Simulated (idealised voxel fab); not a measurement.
process module | voxel gate over fins
cross-section cut | 200 nm wide | cells 5 nm
A cross-section is a grid of square cells, given in bands from the top down. A band is one or more rows of cells.
Each band's line starts with the height of the band's top and of its bottom, in nm. Then come its materials from left to right, each with its width in nm. One material with "throughout" fills the band from edge to edge. "air" is empty space.
Height 0 is the level under which the wafer as received is all one material. The lowest band goes on downwards, as in "0 down".
A width such as "30 to 40" changes by the same amount from each row of cells to the next, from the band's top row to its bottom row.
"no change" after a step means that no cell of the cross-section changed.
closed voids: empty space of 8 cells or more with no open way to the top, each as width x height at its distance from the left edge, in nm
after a step's settings: what the simulator itself notes on the step
overlay nm, on a step with a mask: how far to the right of its planned place the mask lay; to the left if negative
plan
1 op RECEIVE | material Si
2 op CONFORMAL_DEP | material SiN | thk nm 5
3 op PATTERN | tone cover | mask id FINS | material resist | width nm 15 | pitch nm 50 | thk nm 15 | overlay nm 0
4 op DIRECTIONAL_ETCH | etch materials SiN | depth nm 5
5 op DIRECTIONAL_ETCH | etch materials Si | depth nm 30
6 op STRIP | etch materials resist
7 op FILL_DEP | material SiO2 | thk nm 15
8 op CMP | height nm 5
9 op MASKED_ETCH | tone open | mask id RAIL | width nm 15 | etch materials SiO2 | depth nm 30 | overlay nm 0
10 op CONFORMAL_DEP | material TiN | thk nm 5
11 op FILL_DEP | material W | thk nm 5
12 op CMP | height nm 5
13 op SELECTIVE_ETCH | etch materials W Ru TiN | depth nm 25
14 op FILL_DEP | material SiO2 | thk nm 5
15 op CMP | height nm 5
16 op SELECTIVE_ETCH | etch materials SiO2 | depth nm 15
17 op STRIP | etch materials SiN
18 op CONFORMAL_DEP | material HfO2 | thk nm 5
19 op CONFORMAL_DEP | material TiN | thk nm 5
20 op FILL_DEP | material W | thk nm 15
21 op CMP | height nm 20
22 op CONFORMAL_DEP | material SiN | thk nm 5
first wafer, as planned
as received, after step 1
  0 down: Si throughout
  closed voids: none
after step 2
  5 to 0: SiN throughout
  below 0: unchanged
after step 3
  20 to 5: air 15 | resist 15 | air 35 | resist 15 | air 35 | resist 15 | air 35 | resist 15 | air 20
  below 5: unchanged
after step 4
  20 to 5: air 15 | resist 15 | air 35 | resist 15 | air 35 | resist 15 | air 35 | resist 15 | air 20
  5 to 0: air 15 | SiN 15 | air 35 | SiN 15 | air 35 | SiN 15 | air 35 | SiN 15 | air 20
  below 0: unchanged
after step 5
  20 to 5: air 15 | resist 15 | air 35 | resist 15 | air 35 | resist 15 | air 35 | resist 15 | air 20
  5 to 0: air 15 | SiN 15 | air 35 | SiN 15 | air 35 | SiN 15 | air 35 | SiN 15 | air 20
  0 to -30: air 15 | Si 15 | air 35 | Si 15 | air 35 | Si 15 | air 35 | Si 15 | air 20
  below -30: unchanged
after step 6
  5 to 0: air 15 | SiN 15 | air 35 | SiN 15 | air 35 | SiN 15 | air 35 | SiN 15 | air 20
  below 0: unchanged
after step 7
  20 to 5: SiO2 throughout
  5 to 0: SiO2 15 | SiN 15 | SiO2 35 | SiN 15 | SiO2 35 | SiN 15 | SiO2 35 | SiN 15 | SiO2 20
  0 to -30: SiO2 15 | Si 15 | SiO2 35 | Si 15 | SiO2 35 | Si 15 | SiO2 35 | Si 15 | SiO2 20
  below -30: unchanged
after step 8
  5 to 0: SiO2 15 | SiN 15 | SiO2 35 | SiN 15 | SiO2 35 | SiN 15 | SiO2 35 | SiN 15 | SiO2 20
  below 0: unchanged
after step 9
  5 to 0: SiO2 15 | SiN 15 | SiO2 10 | air 15 | SiO2 10 | SiN 15 | SiO2 35 | SiN 15 | SiO2 35 | SiN 15 | SiO2 20
  0 to -25: SiO2 15 | Si 15 | SiO2 10 | air 15 | SiO2 10 | Si 15 | SiO2 35 | Si 15 | SiO2 35 | Si 15 | SiO2 20
  below -25: unchanged
after step 10
  10 to 5: TiN 45 | air 5 | TiN 150
  5 to 0: SiO2 15 | SiN 15 | SiO2 10 | TiN 5 | air 5 | TiN 5 | SiO2 10 | SiN 15 | SiO2 35 | SiN 15 | SiO2 35 | SiN 15 | SiO2 20
  0 to -20: SiO2 15 | Si 15 | SiO2 10 | TiN 5 | air 5 | TiN 5 | SiO2 10 | Si 15 | SiO2 35 | Si 15 | SiO2 35 | Si 15 | SiO2 20
  -20 to -25: SiO2 15 | Si 15 | SiO2 10 | TiN 15 | SiO2 10 | Si 15 | SiO2 35 | Si 15 | SiO2 35 | Si 15 | SiO2 20
  below -25: unchanged
after step 11
  15 to 10: W throughout
  10 to 5: TiN 45 | W 5 | TiN 150
  5 to 0: SiO2 15 | SiN 15 | SiO2 10 | TiN 5 | W 5 | TiN 5 | SiO2 10 | SiN 15 | SiO2 35 | SiN 15 | SiO2 35 | SiN 15 | SiO2 20
  0 to -20: SiO2 15 | Si 15 | SiO2 10 | TiN 5 | W 5 | TiN 5 | SiO2 10 | Si 15 | SiO2 35 | Si 15 | SiO2 35 | Si 15 | SiO2 20
  below -20: unchanged
after step 12
  5 to 0: SiO2 15 | SiN 15 | SiO2 10 | TiN 5 | W 5 | TiN 5 | SiO2 10 | SiN 15 | SiO2 35 | SiN 15 | SiO2 35 | SiN 15 | SiO2 20
  below 0: unchanged
after step 13
  5 to 0: SiO2 15 | SiN 15 | SiO2 10 | air 15 | SiO2 10 | SiN 15 | SiO2 35 | SiN 15 | SiO2 35 | SiN 15 | SiO2 20
  0 to -20: SiO2 15 | Si 15 | SiO2 10 | air 15 | SiO2 10 | Si 15 | SiO2 35 | Si 15 | SiO2 35 | Si 15 | SiO2 20
  below -20: unchanged
after step 14
  10 to 5: SiO2 throughout
  5 to 0: SiO2 15 | SiN 15 | SiO2 35 | SiN 15 | SiO2 35 | SiN 15 | SiO2 35 | SiN 15 | SiO2 20
  0 to -20: SiO2 15 | Si 15 | SiO2 35 | Si 15 | SiO2 35 | Si 15 | SiO2 35 | Si 15 | SiO2 20
  below -20: unchanged
after step 15
  5 to 0: SiO2 15 | SiN 15 | SiO2 35 | SiN 15 | SiO2 35 | SiN 15 | SiO2 35 | SiN 15 | SiO2 20
  below 0: unchanged
after step 16
  5 to 0: air 15 | SiN 15 | air 35 | SiN 15 | air 35 | SiN 15 | air 35 | SiN 15 | air 20
  0 to -10: air 15 | Si 15 | air 35 | Si 15 | air 35 | Si 15 | air 35 | Si 15 | air 20
  below -10: unchanged
after step 17
  0 to -10: air 15 | Si 15 | air 35 | Si 15 | air 35 | Si 15 | air 35 | Si 15 | air 20
  below -10: unchanged
after step 18
  5 to 0: air 10 | HfO2 25 | air 25 | HfO2 25 | air 25 | HfO2 25 | air 25 | HfO2 25 | air 15
  0 to -5: air 10 | HfO2 5 | Si 15 | HfO2 5 | air 25 | HfO2 5 | Si 15 | HfO2 5 | air 25 | HfO2 5 | Si 15 | HfO2 5 | air 25 | HfO2 5 | Si 15 | HfO2 5 | air 15
  -5 to -10: HfO2 15 | Si 15 | HfO2 35 | Si 15 | HfO2 35 | Si 15 | HfO2 35 | Si 15 | HfO2 20
  below -10: unchanged
after step 19
  10 to 5: air 5 | TiN 35 | air 15 | TiN 35 | air 15 | TiN 35 | air 15 | TiN 35 | air 10
  5 to 0: air 5 | TiN 5 | HfO2 25 | TiN 5 | air 15 | TiN 5 | HfO2 25 | TiN 5 | air 15 | TiN 5 | HfO2 25 | TiN 5 | air 15 | TiN 5 | HfO2 25 | TiN 5 | air 10
  0 to -5: TiN 10 | HfO2 5 | Si 15 | HfO2 5 | TiN 25 | HfO2 5 | Si 15 | HfO2 5 | TiN 25 | HfO2 5 | Si 15 | HfO2 5 | TiN 25 | HfO2 5 | Si 15 | HfO2 5 | TiN 15
  below -5: unchanged
after step 20
  25 to 10: W throughout
  10 to 5: W 5 | TiN 35 | W 15 | TiN 35 | W 15 | TiN 35 | W 15 | TiN 35 | W 10
  5 to 0: W 5 | TiN 5 | HfO2 25 | TiN 5 | W 15 | TiN 5 | HfO2 25 | TiN 5 | W 15 | TiN 5 | HfO2 25 | TiN 5 | W 15 | TiN 5 | HfO2 25 | TiN 5 | W 10
  below 0: unchanged
after step 21
  20 to 10: W throughout
  below 10: unchanged
after step 22
  25 to 20: SiN throughout
  below 20: unchanged
second wafer: like start, like plan, one mistake. Through step 8 it matches the first wafer
when step 9 should have ended
  5 to 0: air 15 | SiN 15 | air 10 | SiO2 15 | air 10 | SiN 15 | air 35 | SiN 15 | air 35 | SiN 15 | air 20
  0 to -25: air 15 | Si 15 | air 10 | SiO2 15 | air 10 | Si 15 | air 35 | Si 15 | air 35 | Si 15 | air 20
  below -25: unchanged
when step 10 should have ended
  10 to 5: air 10 | TiN 75 | air 25 | TiN 25 | air 25 | TiN 25 | air 15
  5 to 0: air 10 | TiN 5 | SiN 15 | TiN 10 | SiO2 15 | TiN 10 | SiN 15 | TiN 5 | air 25 | TiN 5 | SiN 15 | TiN 5 | air 25 | TiN 5 | SiN 15 | TiN 5 | air 15
  0 to -20: air 10 | TiN 5 | Si 15 | TiN 10 | SiO2 15 | TiN 10 | Si 15 | TiN 5 | air 25 | TiN 5 | Si 15 | TiN 5 | air 25 | TiN 5 | Si 15 | TiN 5 | air 15
  -20 to -25: TiN 15 | Si 15 | TiN 10 | SiO2 15 | TiN 10 | Si 15 | TiN 35 | Si 15 | TiN 35 | Si 15 | TiN 20
  below -25: unchanged
when step 11 should have ended
  15 to 10: W throughout
  10 to 5: W 10 | TiN 75 | W 25 | TiN 25 | W 25 | TiN 25 | W 15
  5 to 0: W 10 | TiN 5 | SiN 15 | TiN 10 | SiO2 15 | TiN 10 | SiN 15 | TiN 5 | W 25 | TiN 5 | SiN 15 | TiN 5 | W 25 | TiN 5 | SiN 15 | TiN 5 | W 15
  0 to -20: W 10 | TiN 5 | Si 15 | TiN 10 | SiO2 15 | TiN 10 | Si 15 | TiN 5 | W 25 | TiN 5 | Si 15 | TiN 5 | W 25 | TiN 5 | Si 15 | TiN 5 | W 15
  below -20: unchanged
when step 12 should have ended
  5 to 0: W 10 | TiN 5 | SiN 15 | TiN 10 | SiO2 15 | TiN 10 | SiN 15 | TiN 5 | W 25 | TiN 5 | SiN 15 | TiN 5 | W 25 | TiN 5 | SiN 15 | TiN 5 | W 15
  below 0: unchanged
when step 13 should have ended
  5 to 0: air 15 | SiN 15 | air 10 | SiO2 15 | air 10 | SiN 15 | air 35 | SiN 15 | air 35 | SiN 15 | air 20
  0 to -20: air 15 | Si 15 | air 10 | SiO2 15 | air 10 | Si 15 | air 35 | Si 15 | air 35 | Si 15 | air 20
  below -20: unchanged
when step 14 should have ended
  10 to 5: SiO2 throughout
  5 to 0: SiO2 15 | SiN 15 | SiO2 35 | SiN 15 | SiO2 35 | SiN 15 | SiO2 35 | SiN 15 | SiO2 20
  0 to -20: SiO2 15 | Si 15 | SiO2 35 | Si 15 | SiO2 35 | Si 15 | SiO2 35 | Si 15 | SiO2 20
  below -20: unchanged
when step 15 should have ended
  5 to 0: SiO2 15 | SiN 15 | SiO2 35 | SiN 15 | SiO2 35 | SiN 15 | SiO2 35 | SiN 15 | SiO2 20
  below 0: unchanged
when step 16 should have ended
  5 to 0: air 15 | SiN 15 | air 35 | SiN 15 | air 35 | SiN 15 | air 35 | SiN 15 | air 20
  0 to -10: air 15 | Si 15 | air 35 | Si 15 | air 35 | Si 15 | air 35 | Si 15 | air 20
  below -10: unchanged
when step 17 should have ended
  0 to -10: air 15 | Si 15 | air 35 | Si 15 | air 35 | Si 15 | air 35 | Si 15 | air 20
  below -10: unchanged
when step 18 should have ended
  5 to 0: air 10 | HfO2 25 | air 25 | HfO2 25 | air 25 | HfO2 25 | air 25 | HfO2 25 | air 15
  0 to -5: air 10 | HfO2 5 | Si 15 | HfO2 5 | air 25 | HfO2 5 | Si 15 | HfO2 5 | air 25 | HfO2 5 | Si 15 | HfO2 5 | air 25 | HfO2 5 | Si 15 | HfO2 5 | air 15
  -5 to -10: HfO2 15 | Si 15 | HfO2 35 | Si 15 | HfO2 35 | Si 15 | HfO2 35 | Si 15 | HfO2 20
  below -10: unchanged
when step 19 should have ended
  10 to 5: air 5 | TiN 35 | air 15 | TiN 35 | air 15 | TiN 35 | air 15 | TiN 35 | air 10
  5 to 0: air 5 | TiN 5 | HfO2 25 | TiN 5 | air 15 | TiN 5 | HfO2 25 | TiN 5 | air 15 | TiN 5 | HfO2 25 | TiN 5 | air 15 | TiN 5 | HfO2 25 | TiN 5 | air 10
  0 to -5: TiN 10 | HfO2 5 | Si 15 | HfO2 5 | TiN 25 | HfO2 5 | Si 15 | HfO2 5 | TiN 25 | HfO2 5 | Si 15 | HfO2 5 | TiN 25 | HfO2 5 | Si 15 | HfO2 5 | TiN 15
  below -5: unchanged
when step 20 should have ended
  25 to 10: W throughout
  10 to 5: W 5 | TiN 35 | W 15 | TiN 35 | W 15 | TiN 35 | W 15 | TiN 35 | W 10
  5 to 0: W 5 | TiN 5 | HfO2 25 | TiN 5 | W 15 | TiN 5 | HfO2 25 | TiN 5 | W 15 | TiN 5 | HfO2 25 | TiN 5 | W 15 | TiN 5 | HfO2 25 | TiN 5 | W 10
  below 0: unchanged
when step 21 should have ended
  20 to 10: W throughout
  below 10: unchanged
when step 22 should have ended
  25 to 20: SiN throughout
  below 20: unchanged
what went wrong: step 9 ran as: op MASKED_ETCH | tone cover | mask id RAIL | width nm 15 | etch materials SiO2 | depth nm 30 | overlay nm 0
at the end the second wafer has, in cells: 22 fewer of SiO2 | 22 more of TiN
